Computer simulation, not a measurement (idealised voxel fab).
Title: Process Module voxel wiring stack
205 nm wide, 5 nm square cells: that's cross-section cut.
Reading order for cross-sections: top band down to bottom band. Underlying form: a grid of square cells. Band size: one or more rows of cells. Within each band entry, the heights of the top and of the bottom of the band appear first, in that order and in nm; the materials of the band then follow from left to right, each with its corresponding width in nm. The designation "all across" on a single material indicates that it fills the band from edge to edge; the designation "empty" indicates empty space. Convention: height 0 is the level below which the wafer, as received, is all one material. The lowest band does not terminate at the bottom but continues downward, represented as "0 down". The expression "30..40" gives the width at the extremes of the band, the first number at its top row of cells and the second at its bottom row, with the width changing by equal amounts from each row to the next in between. "stayed the same", as given for a step, is the statement that not any cell of the cross-section underwent a change during that step. Voids not open to the top, 8 cells minimum: see "Sealed void listing". Written width x height at distance; distance is from the left edge; nm. On a step's line, text after the settings is the simulator commenting on that step. overlay nm: step with mask; distance mask lay right of planned place; negative value = left of planned place.

THE PLANNED PROCESS STEPS ARE ENUMERATED HEREUNDER
1,op RECEIVE | material Si
2,op CONFORMAL_DEP | material SiO2 | thk nm 10
3,op DIRECTIONAL_DEP | material TiN | thk nm 5
4,op DIRECTIONAL_DEP | material W | thk nm 20
5,op PATTERN | tone cover | mask id METAL_1 | material resist | width nm 30 | pitch nm 50 | thk nm 20 | overlay nm 0
6,op DIRECTIONAL_ETCH | etch materials W | depth nm 20
7,op DIRECTIONAL_ETCH | etch materials TiN | depth nm 5
8,op STRIP | etch materials resist
9,op FILL_DEP | material SiO2 | thk nm 10
10,op CMP | height nm 35
11,op CONFORMAL_DEP | material SiCN | thk nm 5
12,op DIRECTIONAL_DEP | material lowk | thk nm 30
13,op PATTERN | tone open | mask id METAL_2_HOLES | material resist | width nm 15 | pitch nm 50 | thk nm 20 | overlay nm 0
14,op DIRECTIONAL_ETCH | etch materials lowk | depth nm 30
15,op STRIP | etch materials resist
16,op PATTERN | tone open | mask id METAL_2 | material resist | width nm 30 | pitch nm 50 | thk nm 15 | overlay nm 0
17,op DIRECTIONAL_ETCH | etch materials lowk | depth nm 15
18,op DIRECTIONAL_ETCH | etch materials SiCN | depth nm 5
19,op STRIP | etch materials resist
20,op CONFORMAL_DEP | material TiN | thk nm 5
21,op FILL_DEP | material Ru | thk nm 5
22,op CMP | height nm 70
23,op CONFORMAL_DEP | material SiCN | thk nm 5
24,op DIRECTIONAL_DEP | material SiO2 | thk nm 25
25,op PATTERN | tone open | mask id METAL_3_HOLES | material resist | width nm 15 | pitch nm 50 | thk nm 20 | overlay nm 0
26,op DIRECTIONAL_ETCH | etch materials SiO2 | depth nm 25
27,op STRIP | etch materials resist
28,op DIRECTIONAL_DEP | material aC | thk nm 15
29,op PATTERN | tone open | mask id METAL_3 | material resist | width nm 30 | pitch nm 50 | thk nm 35 | overlay nm 0
30,op DIRECTIONAL_ETCH | etch materials aC | depth nm 15
31,op STRIP | etch materials resist
32,op DIRECTIONAL_ETCH | etch materials SiO2 | depth nm 15
33,op DIRECTIONAL_ETCH | etch materials SiCN | depth nm 5
34,op STRIP | etch materials aC
35,op CONFORMAL_DEP | material TiN | thk nm 5
36,op FILL_DEP | material Cu | thk nm 10
37,op CMP | height nm 100
38,op CONFORMAL_DEP | material SiCN | thk nm 5
39,op DIRECTIONAL_DEP | material lowk | thk nm 35
40,op DIRECTIONAL_DEP | material aC | thk nm 15
41,op PATTERN | tone open | mask id METAL_4 | material resist | width nm 30 | pitch nm 50 | thk nm 30 | overlay nm 0
42,op DIRECTIONAL_ETCH | etch materials aC | depth nm 15
43,op STRIP | etch materials resist
44,op DIRECTIONAL_ETCH | etch materials lowk | depth nm 20
45,op STRIP | etch materials aC
46,op PATTERN | tone open | mask id METAL_4_HOLES | material resist | width nm 15 | pitch nm 50 | thk nm 20 | overlay nm 0
47,op DIRECTIONAL_ETCH | etch materials lowk | depth nm 15
48,op DIRECTIONAL_ETCH | etch materials SiCN | depth nm 5
49,op STRIP | etch materials resist
50,op CONFORMAL_DEP | material TiN | thk nm 5
51,op FILL_DEP | material Ru | thk nm 5
52,op CMP | height nm 140
53,op CONFORMAL_DEP | material SiCN | thk nm 5

AS RECEIVED (POST STEP 1): CROSS-SECTION
	0 down  Si all across
	Sealed void listing: none

FIRST OF TWO WAFERS: CROSS-SECTION AT END OF MODULE, RUN PER PLAN
	145 to 140  SiCN all across
	140 to 125  60 of lowk, 5 of TiN, 20 of Ru, 5 of TiN, 20 of lowk, 5 of TiN, 20 of Ru, 5 of TiN, 65 of lowk
	125 to 120  60 of lowk, 5 of TiN, 5 of Ru, 20 of TiN, 20 of lowk, 5 of TiN, 5 of Ru, 20 of TiN, 65 of lowk
	120 to 105  60 of lowk, 5 of TiN, 5 of Ru, 5 of TiN, 35 of lowk, 5 of TiN, 5 of Ru, 5 of TiN, 80 of lowk
	105 to 100  60 of SiCN, 15 of TiN, 35 of SiCN, 15 of TiN, 80 of SiCN
	100 to 90  60 of SiO2, 5 of TiN, 20 of Cu, 5 of TiN, 20 of SiO2, 5 of TiN, 20 of Cu, 5 of TiN, 65 of SiO2
	90 to 85  60 of SiO2, 5 of TiN, 5 of Cu, 20 of TiN, 20 of SiO2, 5 of TiN, 5 of Cu, 20 of TiN, 65 of SiO2
	85 to 75  60 of SiO2, 5 of TiN, 5 of Cu, 5 of TiN, 35 of SiO2, 5 of TiN, 5 of Cu, 5 of TiN, 80 of SiO2
	75 to 70  60 of SiCN, 15 of TiN, 35 of SiCN, 15 of TiN, 80 of SiCN
	70 to 60  60 of lowk, 5 of TiN, 20 of Ru, 5 of TiN, 20 of lowk, 5 of TiN, 20 of Ru, 5 of TiN, 65 of lowk
	60 to 55  60 of lowk, 5 of TiN, 5 of Ru, 20 of TiN, 20 of lowk, 5 of TiN, 5 of Ru, 20 of TiN, 65 of lowk
	55 to 40  60 of lowk, 5 of TiN, 5 of Ru, 5 of TiN, 35 of lowk, 5 of TiN, 5 of Ru, 5 of TiN, 80 of lowk
	40 to 35  60 of SiCN, 15 of TiN, 35 of SiCN, 15 of TiN, 80 of SiCN
	35 to 15  60 of SiO2, 30 of W, 20 of SiO2, 30 of W, 65 of SiO2
	15 to 10  60 of SiO2, 30 of TiN, 20 of SiO2, 30 of TiN, 65 of SiO2
	10 to 0  SiO2 all across
	0 down  Si all across
	Sealed void listing: none

SECOND WAFER CROSS-SECTION AT END OF MODULE - SHARED START AND PLAN WITH THE FIRST, ONE MISTAKE IN THE RUN
	145 to 140  SiCN all across
	140 to 125  60 of lowk, 5 of TiN, 20 of Ru, 5 of TiN, 20 of lowk, 5 of TiN, 20 of Ru, 5 of TiN, 65 of lowk
	125 to 120  60 of lowk, 5 of TiN, 5 of Ru, 20 of TiN, 20 of lowk, 5 of TiN, 5 of Ru, 20 of TiN, 65 of lowk
	120 to 105  60 of lowk, 5 of TiN, 5 of Ru, 5 of TiN, 35 of lowk, 5 of TiN, 5 of Ru, 5 of TiN, 80 of lowk
	105 to 100  60 of SiCN, 15 of TiN, 35 of SiCN, 15 of TiN, 80 of SiCN
	100 to 90  70 of Cu, 5 of TiN, 15 of SiO2, 5 of TiN, 25 of Cu, 5 of TiN, 15 of SiO2, 5 of TiN, 60 of Cu
	90 to 85  65 of TiN, 5 of Cu, 5 of TiN, 15 of SiO2, 25 of TiN, 5 of Cu, 5 of TiN, 15 of SiO2, 65 of TiN
	85 to 80  60 of SiO2, 5 of TiN, 5 of Cu, 5 of TiN, 35 of SiO2, 5 of TiN, 5 of Cu, 5 of TiN, 80 of SiO2
	80 to 75  60 of SiO2, 15 of TiN, 35 of SiO2, 15 of TiN, 80 of SiO2
	75 to 70  SiCN all across
	70 to 60  60 of lowk, 5 of TiN, 20 of Ru, 5 of TiN, 20 of lowk, 5 of TiN, 20 of Ru, 5 of TiN, 65 of lowk
	60 to 55  60 of lowk, 5 of TiN, 5 of Ru, 20 of TiN, 20 of lowk, 5 of TiN, 5 of Ru, 20 of TiN, 65 of lowk
	55 to 40  60 of lowk, 5 of TiN, 5 of Ru, 5 of TiN, 35 of lowk, 5 of TiN, 5 of Ru, 5 of TiN, 80 of lowk
	40 to 35  60 of SiCN, 15 of TiN, 35 of SiCN, 15 of TiN, 80 of SiCN
	35 to 15  60 of SiO2, 30 of W, 20 of SiO2, 30 of W, 65 of SiO2
	15 to 10  60 of SiO2, 30 of TiN, 20 of SiO2, 30 of TiN, 65 of SiO2
	10 to 0  SiO2 all across
	0 down  Si all across
	Sealed void listing: none
Plan not followed: for step 29, the planned setting was not used; the step was instead run as op PATTERN | tone cover | mask id METAL_3 | material resist | width nm 30 | pitch nm 50 | thk nm 35 | overlay nm 0
FYI, end of process, the second wafer has more or fewer cells of some materials than the first: +44 Cu; +6 SiCN; -69 SiO2; +19 TiN
